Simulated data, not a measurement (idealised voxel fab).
Name of the process module below: voxel self aligned contacts
Each square cell in cross-section cut measures 5 nm, and the section as a whole is 200 nm wide.
Format of a cross-section: grid, square cells. Given as bands. Order: top down. Band: one or more rows of cells. A band entry consists of two parts. The first gives the height of the band's top and the height of its bottom, in nm. The rest lists the band's materials from left to right, each with its width in nm. A single material labelled with the word "edge to edge" fills the band from edge to edge, and the word "empty" marks empty space. Zero point of the height axis is 0; under it, received wafer = one material. Lowest band: continues down indefinitely, "from 0 down". When a width is written as two numbers, as in "30 to 40", the first number is the width in the top row of cells of the band and the second is the width in its bottom row, and the width changes by the same amount from each row to the next. What does "stayed the same" mean for a step? It means no cell of the cross-section changed in that step. In "Fully sealed cavities" the enclosed voids are listed, meaning empty spaces of 8 cells or larger without any opening to the top. The form is width x height at distance, distance from the left edge, units nm. Text after the settings on a step's line: the simulator's own remark on that step. overlay nm: mask right of planned place by this much (step with mask). Neg. = left. Structure of the following material. The material consists of pairs of cross-sections. Each pair comprises the cross-section before one process step and the cross-section after that step, the latter shown only down to the lowest band that changed. The step between the cross-sections is specified beneath each pair, including its settings. Pairs are not necessarily consecutive: they may derive from different runs of this module performed on the same starting wafer. Continuity with the pair above is to be assumed only where the entry headed "Ahead of processing" of the pair in question states it.
Ahead of processing
  from 65 to 45 | SiO2 edge to edge
  from 45 to 20 | SiN=30 / SiO2=10 / SiN=55 / SiO2=10 / SiN=55 / SiO2=10 / SiN=30
  from 20 to 0 | polySi=20 / SiN=10 / SiO2=10 / SiN=10 / polySi=35 / SiN=10 / SiO2=10 / SiN=10 / polySi=35 / SiN=10 / SiO2=10 / SiN=10 / polySi=20
  from 0 to -5 | SiO2 edge to edge
  from -5 down | Si edge to edge
  Fully sealed cavities: none
Post-Step Snapshot
  from 55 to 45 | SiO2 edge to edge
  Under the height 45 nothing was changed.
  Fully sealed cavities: none
Can you say which step sits between the two cross-sections above? CMP | height nm 55
Ahead of processing: Reference is made to the cross-section shown after the step in the pair directly above, which represents the state prior to this step.
Post-Step Snapshot
  from 55 to 45 | SiO2=45 / empty=45 / SiO2=20 / empty=45 / SiO2=45
  Under the height 45 nothing was changed.
  Fully sealed cavities: none
Can you say which step sits between the two cross-sections above? MASKED_ETCH | tone open | mask id CONTACT | width nm 45 | pitch nm 65 | etch materials SiO2 | depth nm 60 | overlay nm 0
Ahead of processing: Reference is made to the cross-section shown after the step in the pair directly above, which represents the state prior to this step.
Post-Step Snapshot
  from 60 to 55 | TiN=50 / empty=35 / TiN=30 / empty=35 / TiN=50
  from 55 to 50 | SiO2=45 / TiN=5 / empty=35 / TiN=5 / SiO2=20 / TiN=5 / empty=35 / TiN=5 / SiO2=45
  from 50 to 45 | SiO2=45 / TiN=45 / SiO2=20 / TiN=45 / SiO2=45
  Under the height 45 nothing was changed.
  Fully sealed cavities: none
Can you say which step sits between the two cross-sections above? CONFORMAL_DEP | material TiN | thk nm 5
Ahead of processing: Reference is made to the cross-section shown after the step in the pair directly above, which represents the state prior to this step.
Post-Step Snapshot
  from 70 to 60 | Ru edge to edge
  from 60 to 55 | TiN=50 / Ru=35 / TiN=30 / Ru=35 / TiN=50
  from 55 to 50 | SiO2=45 / TiN=5 / Ru=35 / TiN=5 / SiO2=20 / TiN=5 / Ru=35 / TiN=5 / SiO2=45
  Under the height 50 nothing was changed.
  Fully sealed cavities: none
Can you say which step sits between the two cross-sections above? FILL_DEP | material Ru | thk nm 10
Ahead of processing: Reference is made to the cross-section shown after the step in the pair directly above, which represents the state prior to this step.
Post-Step Snapshot
  from 55 to 50 | SiO2=45 / TiN=5 / Ru=35 / TiN=5 / SiO2=20 / TiN=5 / Ru=35 / TiN=5 / SiO2=45
  Under the height 50 nothing was changed.
  Fully sealed cavities: none
Can you say which step sits between the two cross-sections above? CMP | height nm 55
Ahead of processing: Reference is made to the cross-section shown after the step in the pair directly above, which represents the state prior to this step.
Post-Step Snapshot
  from 60 to 55 | SiN edge to edge
  Under the height 55 nothing was changed.
  Fully sealed cavities: none
Can you say which step sits between the two cross-sections above? CONFORMAL_DEP | material SiN | thk nm 5
